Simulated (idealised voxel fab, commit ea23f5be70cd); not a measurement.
The following process module bears the name voxel transistor to metal.
FYI the section here is cut, 265 nm wide, cells are 5 nm squares.
Square cells in a grid make up a cross-section in this document, and the grid is given as bands, listed from the top down, each one or more rows of cells.
The entry gives the band's vertical extent as a top height and a bottom height in nm, then its horizontal make-up as materials from left to right, each with a width in nm. "empty" stands for empty space; a single material marked "edge to edge" fills the band edge to edge.
Basically, 0 is our baseline, since under it the wafer straight out of the box is all one material. The bottom band has no lower end and keeps on going down, so it looks like "z 0 and below".
A width given as "30 to 40" starts at the first number in the band's top row and ends at the second number in its bottom row, shifting by an equal amount at every step from row to row.
Basically "no change" means that step didn't change any cell in the cross-section.
This entry, "Unvented cavities", enumerates those empty regions of no fewer than 8 cells that possess no open connection to the top. Each region is reported in the form width x height at distance, the distance being taken from the left edge, with all three quantities expressed in nm.
Anything after a step's settings on that line? It's the simulator's own note about the step.
A step's line can hold "overlay nm"; with a mask on that step, the setting says how far right of the planned place the mask lay, while a negative setting says it lay to the left.
-- These are the steps we planned for the process
1,RECEIVE with material Si
2,CONFORMAL_DEP with material SiO2, thk nm 5
3,CONFORMAL_DEP with material SiN, thk nm 10
4,DIRECTIONAL_DEP with material aC, thk nm 10
5,PATTERN with tone cover, mask id ACTIVE, material resist, width nm 105, pitch nm 125, thk nm 30, overlay nm 0
6,DIRECTIONAL_ETCH with etch materials aC, depth nm 10
7,STRIP with etch materials resist
8,DIRECTIONAL_ETCH with etch materials SiN, depth nm 10
9,DIRECTIONAL_ETCH with etch materials SiO2, depth nm 5
10,DIRECTIONAL_ETCH with etch materials Si, depth nm 35
11,STRIP with etch materials aC
12,FILL_DEP with material SiO2, thk nm 10
13,CMP with height nm 15
14,SELECTIVE_ETCH with etch materials SiO2, depth nm 5
15,STRIP with etch materials SiN
16,SELECTIVE_ETCH with etch materials SiO2, depth nm 5
17,OXIDIZE with depth nm 5
18,DIRECTIONAL_DEP with material polySi, thk nm 25
19,DIRECTIONAL_DEP with material SiCN, thk nm 15
20,MASKED_ETCH with tone cover, mask id GATE, width nm 25, pitch nm 125, etch materials SiCN, depth nm 25, overlay nm 0
21,MASKED_ETCH with tone cover, mask id GATE, width nm 25, pitch nm 125, etch materials polySi, depth nm 35, overlay nm 0
22,CONFORMAL_DEP with material SiN, thk nm 5
23,DIRECTIONAL_ETCH with etch materials SiN, depth nm 5
24,DIRECTIONAL_ETCH with etch materials SiO2, depth nm 5
25,EPI with material nSi, thk nm 5
26,FILL_DEP with material SiO2, thk nm 10
27,CMP with height nm 25
28,STRIP with etch materials polySi
29,SELECTIVE_ETCH with etch materials SiO2, depth nm 5
30,CONFORMAL_DEP with material HfO2, thk nm 5
31,CONFORMAL_DEP with material TiN, thk nm 5
32,FILL_DEP with material W, thk nm 10
33,CMP with height nm 20
34,DIRECTIONAL_DEP with material SiO2, thk nm 10
35,PATTERN with tone open, mask id CONTACT, material resist, width nm 15, thk nm 20, overlay nm 0
36,DIRECTIONAL_ETCH with etch materials SiO2, depth nm 30
37,STRIP with etch materials resist
38,CONFORMAL_DEP with material TiN, thk nm 5
39,FILL_DEP with material Ru, thk nm 10
40,CMP with height nm 30
41,CONFORMAL_DEP with material SiN, thk nm 5
42,DIRECTIONAL_DEP with material lowk, thk nm 15
43,PATTERN with tone open, mask id METAL_1, material resist, width nm 15, thk nm 15, overlay nm 0
44,DIRECTIONAL_ETCH with etch materials lowk, depth nm 15
45,DIRECTIONAL_ETCH with etch materials SiN, depth nm 5
46,STRIP with etch materials resist
47,CONFORMAL_DEP with material TiN, thk nm 5
48,FILL_DEP with material Cu, thk nm 5
49,CMP with height nm 50
50,EPI with material Ru, thk nm 5
51,FILL_DEP with material SiCN, thk nm 5
Where the wafers of this document differ is in the thk nm of step 2; they start out the same, and the plan states the value that applied to the first wafer.
-- After step 1, as received: first of several wafers, cross-section
    z 0 and below: Si edge to edge
    Unvented cavities: none
-- Where each wafer stands at the end of the module, a row apiece: cells of each material gained (+) or lost (-) since it was received, then closed voids
thk nm 5, +12 Cu, +30 HfO2, +40 Ru, -119 Si, +86 SiCN, +61 SiN, +263 SiO2, +106 TiN, +6 W, +123 lowk, +28 nSi, Unvented cavities: none
thk nm 10, +12 Cu, +26 HfO2, +36 Ru, +86 SiCN, +53 SiN, +163 SiO2, +94 TiN, +4 W, +123 lowk, +39 nSi, Unvented cavities: none
thk nm 15, +12 Cu, +26 HfO2, +36 Ru, +86 SiCN, +53 SiN, +163 SiO2, +94 TiN, +4 W, +123 lowk, +39 nSi, Unvented cavities: none
thk nm 20, +12 Cu, +26 HfO2, +36 Ru, +86 SiCN, +53 SiN, +163 SiO2, +94 TiN, +4 W, +123 lowk, +39 nSi, Unvented cavities: none
